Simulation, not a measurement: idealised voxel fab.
Herein follows the process module entitled voxel trench capacitor.
The cross-section on display is named cut; it measures 175 nm wide, and its cells are 5 nm squares.
Format of a cross-section: grid, square cells. Given as bands. Order: top down. Band: one or more rows of cells.
Basically the band line says how high the top is and how high the bottom is, in nm, and then what's in it from left to right, every material with its width in nm. Empty space shows up as "blank", and if a single material carries "full width" it runs the full band edge to edge.
Height reference: 0 = level under which incoming wafer is all one material. Lowest band: no bottom, runs on downward, e.g. "0 -> down".
Quick explanation for "30..40": the width changes in equal steps down the rows of cells, from the first number in the band's top row to the second number in its bottom row.
A step reported as "nothing changed" is a step in which no cell of the cross-section changed.
This entry, "Completely enclosed voids", enumerates those empty regions of no fewer than 8 cells that possess no open connection to the top. Each region is reported in the form width x height at distance, the distance being taken from the left edge, with all three quantities expressed in nm.
On a step's line, text after the settings is the simulator commenting on that step.
Among the settings permitted on a step's line is "overlay nm"; applied to a step with a mask, it specifies the extent to which the mask lay to the right of its planned position, whereas a negative figure signifies a position to the left.

Process steps (planned):
- 1: RECEIVE with material Si
- 2: CONFORMAL_DEP with material SiN, thk nm 10
- 3: DIRECTIONAL_DEP with material aC, thk nm 15
- 4: PATTERN with tone open, mask id TRENCH, material resist, width nm 25, pitch nm 55, thk nm 35, overlay nm -15
- 5: DIRECTIONAL_ETCH with etch materials aC, depth nm 15
- 6: STRIP with etch materials resist
- 7: DIRECTIONAL_ETCH with etch materials SiN, depth nm 10
- 8: DIRECTIONAL_ETCH with etch materials Si, depth nm 25
- 9: STRIP with etch materials aC
- 10: CONFORMAL_DEP with material Al2O3, thk nm 5
- 11: CONFORMAL_DEP with material TiN, thk nm 5
- 12: FILL_DEP with material W, thk nm 10
- 13: CMP with height nm 10
Every wafer here starts from the same state; it is the step 4 overlay nm that distinguishes them, and the value the plan gives belongs to the first wafer.

So this is the first of several wafers, cross-sectioned as it came to us, meaning it's at the end of step 1:
    0 -> down = Si full width
    Completely enclosed voids: none

Table: wafers, a row each; end-of-module cell change per material since receipt, gain (+), loss (-); then closed voids:
overlay nm -15; +34 Al2O3; -50 Si; +50 SiN; +26 TiN; +10 W; Completely enclosed voids: none
overlay nm -10; +34 Al2O3; -50 Si; +50 SiN; +26 TiN; +10 W; Completely enclosed voids: none
overlay nm -5; +34 Al2O3; -50 Si; +50 SiN; +26 TiN; +10 W; Completely enclosed voids: none
overlay nm 0; +34 Al2O3; -50 Si; +50 SiN; +26 TiN; +10 W; Completely enclosed voids: none
overlay nm 5; +34 Al2O3; -50 Si; +50 SiN; +26 TiN; +10 W; Completely enclosed voids: none
overlay nm 10; +34 Al2O3; -50 Si; +50 SiN; +26 TiN; +10 W; Completely enclosed voids: none
overlay nm 15; +34 Al2O3; -50 Si; +50 SiN; +26 TiN; +10 W; Completely enclosed voids: none
